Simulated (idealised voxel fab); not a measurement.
Proc. module: voxel self aligned vias
Cross-sectional view cut (width: 275 nm; square cell size: 5 nm).
Cross-section spec: square-cell grid; bands listed top down; each band is one or more rows.
Top height, bottom height, nm. Materials left to right, width each, nm. Single material + "edge to edge" = fills band edge to edge. "air" = empty.
Height datum 0, below which the as-received substrate wafer is one material. Lowest band open at the bottom, running downward: "0 and below".
Per-row width for "30..40": begins at first number (top row of band), ends at second number (bottom row), increment between rows held constant.
"no alteration", as given for a step, is the statement that not any cell of the cross-section underwent a change during that step.
Voids not open to the top, 8 cells minimum: see "Sealed voids". Written width x height at distance; distance is from the left edge; nm.
Formally, on a step line, whatever follows the settings is a remark that the simulator itself makes on the step.
The line of a step may include "overlay nm". On a step with a mask, this value is how far to the right of its planned place the mask lay. A negative value means the mask lay to the left.
Read the rest as pairs. Take the cross-section before one process step, then the cross-section after it, which shows only down to the lowest band that changed. Under the pair, find the step between them and its settings. Bear in mind that pairs may come from different runs of this module on the same starting wafer: link a pair to the pair above it only where its entry headed "Pre-process cross-section" says to.

[Pre-process cross-section]
> 80 down to 75: W edge to edge
> 75 down to 70: 45 TiN / 35 W / 40 TiN / 35 W / 40 TiN / 35 W / 45 TiN
> 70 down to 55: 40 lowk / 5 TiN / 35 W / 5 TiN / 30 lowk / 5 TiN / 35 W / 5 TiN / 30 lowk / 5 TiN / 35 W / 5 TiN / 40 lowk
> 55 down to 45: 40..50 lowk / 15..5 TiN / 15 W / 15..5 TiN / 30..50 lowk / 15..5 TiN / 15 W / 15..5 TiN / 30..50 lowk / 15..5 TiN / 15 W / 15..5 TiN / 40..50 lowk
> 45 down to 40: 50 lowk / 25 TiN / 50 lowk / 25 TiN / 50 lowk / 25 TiN / 50 lowk
> 40 down to 25: 50 lowk / 5 TiN / 15 Ru / 5 TiN / 50 lowk / 5 TiN / 15 Ru / 5 TiN / 50 lowk / 5 TiN / 15 Ru / 5 TiN / 50 lowk
> 25 down to 20: 50 lowk / 25 TiN / 50 lowk / 25 TiN / 50 lowk / 25 TiN / 50 lowk
> 20 down to 15: SiCN edge to edge
> 15 down to 0: SiO2 edge to edge
> 0 and below: Si edge to edge
> Sealed voids: none

[Post-Step Section View]
> 60 down to 50: 40 lowk / 5..15 TiN / 35..15 W / 5..15 TiN / 30 lowk / 5..15 TiN / 35..15 W / 5..15 TiN / 30 lowk / 5..15 TiN / 35..15 W / 5..15 TiN / 40 lowk
> below 50: unchanged
> Sealed voids: none
Link between the two cross-sections above: CMP | height nm 60

Pre-process cross-section: starting point is the after cross-section of the pair just above.

[Post-Step Section View]
> 65 down to 60: SiCN edge to edge
> below 60: unchanged
> Sealed voids: none
Link between the two cross-sections above: CONFORMAL_DEP | material SiCN | thk nm 5

[Pre-process cross-section]
> 70 down to 50: lowk edge to edge
> 50 down to 40: 50 lowk / 25 SiN / 50 lowk / 25 SiN / 50 lowk / 25 SiN / 50 lowk
> 40 down to 25: 50 lowk / 5 TiN / 15 Ru / 5 TiN / 50 lowk / 5 TiN / 15 Ru / 5 TiN / 50 lowk / 5 TiN / 15 Ru / 5 TiN / 50 lowk
> 25 down to 20: 50 lowk / 25 TiN / 50 lowk / 25 TiN / 50 lowk / 25 TiN / 50 lowk
> 20 down to 15: SiCN edge to edge
> 15 down to 0: SiO2 edge to edge
> 0 and below: Si edge to edge
> Sealed voids: none

[Post-Step Section View]
> 70 down to 50: 40 lowk / 50 air / 25 lowk / 50 air / 25 lowk / 50 air / 35 lowk
> below 50: unchanged
> Sealed voids: none
Link between the two cross-sections above: MASKED_ETCH | tone open | mask id VIAS | width nm 50 | pitch nm 75 | etch materials lowk | depth nm 20 | overlay nm 0

Pre-process cross-section: starting point is the after cross-section of the pair just above.

[Post-Step Section View]
> 70 down to 50: 40 lowk / 50 air / 25 lowk / 50 air / 25 lowk / 50 air / 35 lowk
> 50 down to 40: 50 lowk / 25 air / 50 lowk / 25 air / 50 lowk / 25 air / 50 lowk
> below 40: unchanged
> Sealed voids: none
Link between the two cross-sections above: MASKED_ETCH | tone open | mask id VIAS | width nm 45 | pitch nm 75 | etch materials SiN | depth nm 10 | overlay nm 0

Pre-process cross-section: starting point is the after cross-section of the pair just above.

[Post-Step Section View]
> 75 down to 70: 45 TiN / 40 air / 35 TiN / 40 air / 35 TiN / 40 air / 40 TiN
> 70 down to 55: 40 lowk / 5 TiN / 40 air / 5 TiN / 25 lowk / 5 TiN / 40 air / 5 TiN / 25 lowk / 5 TiN / 40 air / 5 TiN / 35 lowk
> 55 down to 45: 40..50 lowk / 15..5 TiN / 15 air / 20..5 TiN / 25..50 lowk / 15..5 TiN / 15 air / 20..5 TiN / 25..50 lowk / 15..5 TiN / 15 air / 20..5 TiN / 35..50 lowk
> 45 down to 40: 50 lowk / 25 TiN / 50 lowk / 25 TiN / 50 lowk / 25 TiN / 50 lowk
> below 40: unchanged
> Sealed voids: none
Link between the two cross-sections above: CONFORMAL_DEP | material TiN | thk nm 5

Pre-process cross-section: starting point is the after cross-section of the pair just above.

[Post-Step Section View]
> 80 down to 75: W edge to edge
> 75 down to 70: 45 TiN / 40 W / 35 TiN / 40 W / 35 TiN / 40 W / 40 TiN
> 70 down to 55: 40 lowk / 5 TiN / 40 W / 5 TiN / 25 lowk / 5 TiN / 40 W / 5 TiN / 25 lowk / 5 TiN / 40 W / 5 TiN / 35 lowk
> 55 down to 45: 40..50 lowk / 15..5 TiN / 15 W / 20..5 TiN / 25..50 lowk / 15..5 TiN / 15 W / 20..5 TiN / 25..50 lowk / 15..5 TiN / 15 W / 20..5 TiN / 35..50 lowk
> below 45: unchanged
> Sealed voids: none
Link between the two cross-sections above: FILL_DEP | material W | thk nm 5

Pre-process cross-section: starting point is the after cross-section of the pair just above.

[Post-Step Section View]
> 70 down to 55: 40 lowk / 5 TiN / 40 W / 5 TiN / 25 lowk / 5 TiN / 40 W / 5 TiN / 25 lowk / 5 TiN / 40 W / 5 TiN / 35 lowk
> below 55: unchanged
> Sealed voids: none
Link between the two cross-sections above: CMP | height nm 70

Pre-process cross-section: starting point is the after cross-section of the pair just above.

[Post-Step Section View]
> 75 down to 70: SiCN edge to edge
> below 70: unchanged
> Sealed voids: none
Link between the two cross-sections above: CONFORMAL_DEP | material SiCN | thk nm 5

[Pre-process cross-section]
> 70 down to 50: lowk edge to edge
> 50 down to 40: 50 lowk / 25 SiN / 50 lowk / 25 SiN / 50 lowk / 25 SiN / 50 lowk
> 40 down to 25: 50 lowk / 5 TiN / 15 Ru / 5 TiN / 50 lowk / 5 TiN / 15 Ru / 5 TiN / 50 lowk / 5 TiN / 15 Ru / 5 TiN / 50 lowk
> 25 down to 20: 50 lowk / 25 TiN / 50 lowk / 25 TiN / 50 lowk / 25 TiN / 50 lowk
> 20 down to 15: SiCN edge to edge
> 15 down to 0: SiO2 edge to edge
> 0 and below: Si edge to edge
> Sealed voids: none

[Post-Step Section View]
> 70 down to 50: 45 lowk / 45 air / 30 lowk / 45 air / 30 lowk / 45 air / 35 lowk
> below 50: unchanged
> Sealed voids: none
Link between the two cross-sections above: MASKED_ETCH | tone open | mask id VIAS | width nm 45 | pitch nm 75 | etch materials lowk | depth nm 20 | overlay nm 5

Pre-process cross-section: starting point is the after cross-section of the pair just above.

[Post-Step Section View]
> 70 down to 50: 45 lowk / 45 air / 30 lowk / 45 air / 30 lowk / 45 air / 35 lowk
> 50 down to 40: 50 lowk / 25 air / 50 lowk / 25 air / 50 lowk / 25 air / 50 lowk
> below 40: unchanged
> Sealed voids: none
Link between the two cross-sections above: MASKED_ETCH | tone open | mask id VIAS | width nm 45 | pitch nm 75 | etch materials SiN | depth nm 10 | overlay nm 0

Pre-process cross-section: starting point is the after cross-section of the pair just above.

[Post-Step Section View]
> 75 down to 70: 50 TiN / 35 air / 40 TiN / 35 air / 40 TiN / 35 air / 40 TiN
> 70 down to 55: 45 lowk / 5 TiN / 35 air / 5 TiN / 30 lowk / 5 TiN / 35 air / 5 TiN / 30 lowk / 5 TiN / 35 air / 5 TiN / 35 lowk
> 55 down to 45: 45..50 lowk / 10..5 TiN / 15 air / 20..5 TiN / 30..50 lowk / 10..5 TiN / 15 air / 20..5 TiN / 30..50 lowk / 10..5 TiN / 15 air / 20..5 TiN / 35..50 lowk
> 45 down to 40: 50 lowk / 25 TiN / 50 lowk / 25 TiN / 50 lowk / 25 TiN / 50 lowk
> below 40: unchanged
> Sealed voids: none
Link between the two cross-sections above: CONFORMAL_DEP | material TiN | thk nm 5

Pre-process cross-section: starting point is the after cross-section of the pair just above.

[Post-Step Section View]
> 80 down to 75: W edge to edge
> 75 down to 70: 50 TiN / 35 W / 40 TiN / 35 W / 40 TiN / 35 W / 40 TiN
> 70 down to 55: 45 lowk / 5 TiN / 35 W / 5 TiN / 30 lowk / 5 TiN / 35 W / 5 TiN / 30 lowk / 5 TiN / 35 W / 5 TiN / 35 lowk
> 55 down to 45: 45..50 lowk / 10..5 TiN / 15 W / 20..5 TiN / 30..50 lowk / 10..5 TiN / 15 W / 20..5 TiN / 30..50 lowk / 10..5 TiN / 15 W / 20..5 TiN / 35..50 lowk
> below 45: unchanged
> Sealed voids: none
Link between the two cross-sections above: FILL_DEP | material W | thk nm 5

Pre-process cross-section: starting point is the after cross-section of the pair just above.

[Post-Step Section View]
> 70 down to 55: 45 lowk / 5 TiN / 35 W / 5 TiN / 30 lowk / 5 TiN / 35 W / 5 TiN / 30 lowk / 5 TiN / 35 W / 5 TiN / 35 lowk
> below 55: unchanged
> Sealed voids: none
Link between the two cross-sections above: CMP | height nm 70

Pre-process cross-section: starting point is the after cross-section of the pair just above.

[Post-Step Section View]
> 75 down to 70: SiCN edge to edge
> below 70: unchanged
> Sealed voids: none
Link between the two cross-sections above: CONFORMAL_DEP | material SiCN | thk nm 5

[Pre-process cross-section]
> 70 down to 50: 40 lowk / 45 air / 30 lowk / 45 air / 30 lowk / 45 air / 40 lowk
> 50 down to 40: 50 lowk / 25 air / 50 lowk / 25 air / 50 lowk / 25 air / 50 lowk
> 40 down to 25: 50 lowk / 5 TiN / 15 Ru / 5 TiN / 50 lowk / 5 TiN / 15 Ru / 5 TiN / 50 lowk / 5 TiN / 15 Ru / 5 TiN / 50 lowk
> 25 down to 20: 50 lowk / 25 TiN / 50 lowk / 25 TiN / 50 lowk / 25 TiN / 50 lowk
> 20 down to 15: SiCN edge to edge
> 15 down to 0: SiO2 edge to edge
> 0 and below: Si edge to edge
> Sealed voids: none

[Post-Step Section View]
> 75 down to 70: 45 SiCN / 35 air / 40 SiCN / 35 air / 40 SiCN / 35 air / 45 SiCN
> 70 down to 55: 40 lowk / 5 SiCN / 35 air / 5 SiCN / 30 lowk / 5 SiCN / 35 air / 5 SiCN / 30 lowk / 5 SiCN / 35 air / 5 SiCN / 40 lowk
> 55 down to 45: 40..50 lowk / 15..5 SiCN / 15 air / 15..5 SiCN / 30..50 lowk / 15..5 SiCN / 15 air / 15..5 SiCN / 30..50 lowk / 15..5 SiCN / 15 air / 15..5 SiCN / 40..50 lowk
> 45 down to 40: 50 lowk / 25 SiCN / 50 lowk / 25 SiCN / 50 lowk / 25 SiCN / 50 lowk
> below 40: unchanged
> Sealed voids: none
Link between the two cross-sections above: CONFORMAL_DEP | material SiCN | thk nm 5

Pre-process cross-section: starting point is the after cross-section of the pair just above.

[Post-Step Section View]
> 80 down to 75: W edge to edge
> 75 down to 70: 45 SiCN / 35 W / 40 SiCN / 35 W / 40 SiCN / 35 W / 45 SiCN
> 70 down to 55: 40 lowk / 5 SiCN / 35 W / 5 SiCN / 30 lowk / 5 SiCN / 35 W / 5 SiCN / 30 lowk / 5 SiCN / 35 W / 5 SiCN / 40 lowk
> 55 down to 45: 40..50 lowk / 15..5 SiCN / 15 W / 15..5 SiCN / 30..50 lowk / 15..5 SiCN / 15 W / 15..5 SiCN / 30..50 lowk / 15..5 SiCN / 15 W / 15..5 SiCN / 40..50 lowk
> below 45: unchanged
> Sealed voids: none
Link between the two cross-sections above: FILL_DEP | material W | thk nm 5

Pre-process cross-section: starting point is the after cross-section of the pair just above.

[Post-Step Section View]
> 70 down to 55: 40 lowk / 5 SiCN / 35 W / 5 SiCN / 30 lowk / 5 SiCN / 35 W / 5 SiCN / 30 lowk / 5 SiCN / 35 W / 5 SiCN / 40 lowk
> below 55: unchanged
> Sealed voids: none
Link between the two cross-sections above: CMP | height nm 70

Pre-process cross-section: starting point is the after cross-section of the pair just above.

[Post-Step Section View]
> 75 down to 70: SiCN edge to edge
> below 70: unchanged
> Sealed voids: none
Link between the two cross-sections above: CONFORMAL_DEP | material SiCN | thk nm 5

[Pre-process cross-section]
> 60 down to 50: aC edge to edge
> 50 down to 20: lowk edge to edge
> 20 down to 15: SiCN edge to edge
> 15 down to 0: SiO2 edge to edge
> 0 and below: Si edge to edge
> Sealed voids: none

[Post-Step Section View]
> 90 down to 60: 50 air / 25 resist / 50 air / 25 resist / 50 air / 25 resist / 50 air
> below 60: unchanged
> Sealed voids: none
Link between the two cross-sections above: PATTERN | tone cover | mask id LINES | material resist | width nm 25 | pitch nm 75 | thk nm 30 | overlay nm 0

Pre-process cross-section: starting point is the after cross-section of the pair just above.

[Post-Step Section View]
> 80 down to 60: 50 air / 25 resist / 50 air / 25 resist / 50 air / 25 resist / 50 air
> 60 down to 50: 50 air / 25 aC / 50 air / 25 aC / 50 air / 25 aC / 50 air
> below 50: unchanged
> Sealed voids: none
Link between the two cross-sections above: DIRECTIONAL_ETCH | etch materials aC | depth nm 10

Pre-process cross-section: starting point is the after cross-section of the pair just above.

[Post-Step Section View]
> 60 down to 50: 50 air / 25 aC / 50 air / 25 aC / 50 air / 25 aC / 50 air
> below 50: unchanged
> Sealed voids: none
Link between the two cross-sections above: STRIP | etch materials resist

Pre-process cross-section: starting point is the after cross-section of the pair just above.

[Post-Step Section View]
> 60 down to 50: 50 air / 25 aC / 50 air / 25 aC / 50 air / 25 aC / 50 air
> 50 down to 20: 50 air / 25 lowk / 50 air / 25 lowk / 50 air / 25 lowk / 50 air
> below 20: unchanged
> Sealed voids: none
Link between the two cross-sections above: DIRECTIONAL_ETCH | etch materials lowk | depth nm 30

Pre-process cross-section: starting point is the after cross-section of the pair just above.

[Post-Step Section View]
> 50 down to 20: 50 air / 25 lowk / 50 air / 25 lowk / 50 air / 25 lowk / 50 air
> below 20: unchanged
> Sealed voids: none
Link between the two cross-sections above: STRIP | etch materials aC

Pre-process cross-section: starting point is the after cross-section of the pair just above.

[Post-Step Section View]
> 55 down to 50: 45 air / 35 TiN / 40 air / 35 TiN / 40 air / 35 TiN / 45 air
> 50 down to 25: 45 air / 5 TiN / 25 lowk / 5 TiN / 40 air / 5 TiN / 25 lowk / 5 TiN / 40 air / 5 TiN / 25 lowk / 5 TiN / 45 air
> 25 down to 20: 50 TiN / 25 lowk / 50 TiN / 25 lowk / 50 TiN / 25 lowk / 50 TiN
> below 20: unchanged
> Sealed voids: none
Link between the two cross-sections above: CONFORMAL_DEP | material TiN | thk nm 5

Pre-process cross-section: starting point is the after cross-section of the pair just above.

[Post-Step Section View]
> 65 down to 55: Ru edge to edge
> 55 down to 50: 45 Ru / 35 TiN / 40 Ru / 35 TiN / 40 Ru / 35 TiN / 45 Ru
> 50 down to 25: 45 Ru / 5 TiN / 25 lowk / 5 TiN / 40 Ru / 5 TiN / 25 lowk / 5 TiN / 40 Ru / 5 TiN / 25 lowk / 5 TiN / 45 Ru
> below 25: unchanged
> Sealed voids: none
Link between the two cross-sections above: FILL_DEP | material Ru | thk nm 10

Pre-process cross-section: starting point is the after cross-section of the pair just above.

[Post-Step Section View]
> 50 down to 25: 45 Ru / 5 TiN / 25 lowk / 5 TiN / 40 Ru / 5 TiN / 25 lowk / 5 TiN / 40 Ru / 5 TiN / 25 lowk / 5 TiN / 45 Ru
> below 25: unchanged
> Sealed voids: none
Link between the two cross-sections above: CMP | height nm 50

Pre-process cross-section: starting point is the after cross-section of the pair just above.

[Post-Step Section View]
> 50 down to 40: 50 air / 25 lowk / 50 air / 25 lowk / 50 air / 25 lowk / 50 air
> below 40: unchanged
> Sealed voids: none
Link between the two cross-sections above: SELECTIVE_ETCH | etch materials W Ru TiN | depth nm 10

Pre-process cross-section: starting point is the after cross-section of the pair just above.

[Post-Step Section View]
> 55 down to 50: SiN edge to edge
> 50 down to 40: 50 SiN / 25 lowk / 50 SiN / 25 lowk / 50 SiN / 25 lowk / 50 SiN
> below 40: unchanged
> Sealed voids: none
Link between the two cross-sections above: FILL_DEP | material SiN | thk nm 5

Pre-process cross-section: starting point is the after cross-section of the pair just above.

[Post-Step Section View]
> 50 down to 40: 50 SiN / 25 lowk / 50 SiN / 25 lowk / 50 SiN / 25 lowk / 50 SiN
> below 40: unchanged
> Sealed voids: none
Link between the two cross-sections above: CMP | height nm 50

Pre-process cross-section: starting point is the after cross-section of the pair just above.

[Post-Step Section View]
> 70 down to 50: lowk edge to edge
> below 50: unchanged
> Sealed voids: none
Link between the two cross-sections above: DIRECTIONAL_DEP | material lowk | thk nm 20

Pre-process cross-section: starting point is the after cross-section of the pair just above.

[Post-Step Section View]
> 70 down to 50: 40 lowk / 45 air / 30 lowk / 45 air / 30 lowk / 45 air / 40 lowk
> below 50: unchanged
> Sealed voids: none
Link between the two cross-sections above: MASKED_ETCH | tone open | mask id VIAS | width nm 45 | pitch nm 75 | etch materials lowk | depth nm 20 | overlay nm 0

Pre-process cross-section: starting point is the after cross-section of the pair just above.

[Post-Step Section View]
> 70 down to 50: 40 lowk / 45 air / 30 lowk / 45 air / 30 lowk / 45 air / 40 lowk
> 50 down to 40: 40 SiN / 10 air / 25 lowk / 10 air / 30 SiN / 10 air / 25 lowk / 10 air / 30 SiN / 10 air / 25 lowk / 10 air / 40 SiN
> below 40: unchanged
> Sealed voids: none
Link between the two cross-sections above: MASKED_ETCH | tone open | mask id VIAS | width nm 45 | pitch nm 75 | etch materials SiN | depth nm 10 | overlay nm 0

Pre-process cross-section: starting point is the after cross-section of the pair just above.

[Post-Step Section View]
> 75 down to 70: 45 TiN / 35 air / 40 TiN / 35 air / 40 TiN / 35 air / 45 TiN
> 70 down to 55: 40 lowk / 5 TiN / 35 air / 5 TiN / 30 lowk / 5 TiN / 35 air / 5 TiN / 30 lowk / 5 TiN / 35 air / 5 TiN / 40 lowk
> 55 down to 50: 40 lowk / 45 TiN / 30 lowk / 45 TiN / 30 lowk / 45 TiN / 40 lowk
> 50 down to 40: 40 SiN / 10 TiN / 25 lowk / 10 TiN / 30 SiN / 10 TiN / 25 lowk / 10 TiN / 30 SiN / 10 TiN / 25 lowk / 10 TiN / 40 SiN
> below 40: unchanged
> Sealed voids: none
Link between the two cross-sections above: CONFORMAL_DEP | material TiN | thk nm 5

Pre-process cross-section: starting point is the after cross-section of the pair just above.

[Post-Step Section View]
> 80 down to 75: W edge to edge
> 75 down to 70: 45 TiN / 35 W / 40 TiN / 35 W / 40 TiN / 35 W / 45 TiN
> 70 down to 55: 40 lowk / 5 TiN / 35 W / 5 TiN / 30 lowk / 5 TiN / 35 W / 5 TiN / 30 lowk / 5 TiN / 35 W / 5 TiN / 40 lowk
> below 55: unchanged
> Sealed voids: none
Link between the two cross-sections above: FILL_DEP | material W | thk nm 5

Pre-process cross-section: starting point is the after cross-section of the pair just above.

[Post-Step Section View]
> 70 down to 55: 40 lowk / 5 TiN / 35 W / 5 TiN / 30 lowk / 5 TiN / 35 W / 5 TiN / 30 lowk / 5 TiN / 35 W / 5 TiN / 40 lowk
> below 55: unchanged
> Sealed voids: none
Link between the two cross-sections above: CMP | height nm 70

Pre-process cross-section: starting point is the after cross-section of the pair just above.

[Post-Step Section View]
> 75 down to 70: SiCN edge to edge
> below 70: unchanged
> Sealed voids: none
Link between the two cross-sections above: CONFORMAL_DEP | material SiCN | thk nm 5
